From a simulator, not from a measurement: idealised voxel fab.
Herein follows the process module entitled voxel air gaps.
Section shown: cut. Width: 220 nm. Cell size: 5 nm, square.
Bands, listed from the top down, are how a cross-section gets written in this document; the cross-section itself is a grid of square cells, and a band is one or more rows of them.
A band entry consists of two parts. The first gives the height of the band's top and the height of its bottom, in nm. The rest lists the band's materials from left to right, each with its width in nm. A single material labelled with the word "edge to edge" fills the band from edge to edge, and the word "air" marks empty space.
Note: height 0 marks the level under which the wafer is uniformly one material as received. Lowest band unbounded below, written "top 0, no bottom".
Quick explanation for "30..40": the width changes in equal steps down the rows of cells, from the first number in the band's top row to the second number in its bottom row.
The designation "changes: none", where it is given for a processing step, indicates that no cell of the cross-section was altered in the course of that step.
What "Enclosed voids" gives you is every empty space of 8 cells or more that is cut off from the top. Each appears as width x height at distance, with the distance taken from the left edge and width, height and distance all in nm.
If you see something after the settings on a step's line, that's the simulator's own remark about that step.
"overlay nm" on a masked step: distance the mask lay right of its planned place, negative for left.

-- Intended process steps
- 1: RECEIVE [material Si]
- 2: CONFORMAL_DEP [material SiO2] [thk nm 10]
- 3: CONFORMAL_DEP [material SiN] [thk nm 5]
- 4: DIRECTIONAL_DEP [material lowk] [thk nm 35]
- 5: DIRECTIONAL_DEP [material aC] [thk nm 15]
- 6: PATTERN [tone open] [mask id LINES] [material resist] [width nm 25] [pitch nm 50] [thk nm 30] [overlay nm 0]
- 7: DIRECTIONAL_ETCH [etch materials aC] [depth nm 15]
- 8: STRIP [etch materials resist]
- 9: DIRECTIONAL_ETCH [etch materials lowk] [depth nm 35]
- 10: STRIP [etch materials aC]
- 11: CONFORMAL_DEP [material TiN] [thk nm 5]
- 12: FILL_DEP [material Ru] [thk nm 5]
- 13: CMP [height nm 50]
- 14: EPI [material Ru] [thk nm 10]
- 15: SELECTIVE_ETCH [etch materials lowk] [depth nm 45]
- 16: CONFORMAL_DEP [material SiCN] [thk nm 5]

-- So this is the incoming wafer in cross-section - it's already been through step 1
* top 0, no bottom  Si edge to edge
* Enclosed voids: none

-- Cross-section: first of two wafers, module finished, run according to plan
* top 65, bottom 60  5 nm air | 205 nm SiCN | 10 nm air
* top 60, bottom 50  5 nm air | 5 nm SiCN | 45 nm Ru | 5 nm SiCN | 45 nm Ru | 5 nm SiCN | 45 nm Ru | 5 nm SiCN | 45 nm Ru | 5 nm SiCN | 10 nm air
* top 50, bottom 45  5 nm air | 15 nm SiCN | 5 nm TiN | 15 nm Ru | 5 nm TiN | 25 nm SiCN | 5 nm TiN | 15 nm Ru | 5 nm TiN | 25 nm SiCN | 5 nm TiN | 15 nm Ru | 5 nm TiN | 25 nm SiCN | 5 nm TiN | 15 nm Ru | 5 nm TiN | 15 nm SiCN | 10 nm air
* top 45, bottom 20  15 nm air | 5 nm SiCN | 5 nm TiN | 15 nm Ru | 5 nm TiN | 5 nm SiCN | 15 nm air | 5 nm SiCN | 5 nm TiN | 15 nm Ru | 5 nm TiN | 5 nm SiCN | 15 nm air | 5 nm SiCN | 5 nm TiN | 15 nm Ru | 5 nm TiN | 5 nm SiCN | 15 nm air | 5 nm SiCN | 5 nm TiN | 15 nm Ru | 5 nm TiN | 5 nm SiCN | 20 nm air
* top 20, bottom 15  20 nm SiCN | 25 nm TiN | 25 nm SiCN | 25 nm TiN | 25 nm SiCN | 25 nm TiN | 25 nm SiCN | 25 nm TiN | 25 nm SiCN
* top 15, bottom 10  SiN edge to edge
* top 10, bottom 0  SiO2 edge to edge
* top 0, no bottom  Si edge to edge
* Enclosed voids: 15 x 25 at 50; 15 x 25 at 100; 15 x 25 at 150

-- Here is the second of the two wafers cut open at the end of the module - same start, same plan as the first one, but we made one mistake running it
* top 75, bottom 70  SiCN edge to edge
* top 70, bottom 50  215 nm Ru | 5 nm SiCN
* top 50, bottom 45  20 nm lowk | 5 nm TiN | 15 nm Ru | 5 nm TiN | 25 nm lowk | 5 nm TiN | 15 nm Ru | 5 nm TiN | 25 nm lowk | 5 nm TiN | 15 nm Ru | 5 nm TiN | 25 nm lowk | 5 nm TiN | 15 nm Ru | 5 nm TiN | 25 nm SiCN
* top 45, bottom 20  20 nm lowk | 5 nm TiN | 15 nm Ru | 5 nm TiN | 25 nm lowk | 5 nm TiN | 15 nm Ru | 5 nm TiN | 25 nm lowk | 5 nm TiN | 15 nm Ru | 5 nm TiN | 25 nm lowk | 5 nm TiN | 15 nm Ru | 5 nm TiN | 5 nm SiCN | 20 nm air
* top 20, bottom 15  20 nm lowk | 25 nm TiN | 25 nm lowk | 25 nm TiN | 25 nm lowk | 25 nm TiN | 25 nm lowk | 25 nm TiN | 25 nm SiCN
* top 15, bottom 10  SiN edge to edge
* top 10, bottom 0  SiO2 edge to edge
* top 0, no bottom  Si edge to edge
* Enclosed voids: 20 x 25 at 200
It is concluded that the wafer was processed incorrectly with respect to the plan, in that plan step 14 was conducted twice
The closing comparison, in cells, has the second wafer with more or fewer of some materials than the first: 100 more of Ru | 73 fewer of SiCN | 133 more of lowk
Final count of closed voids per wafer: 3 in the first, 1 in the second.
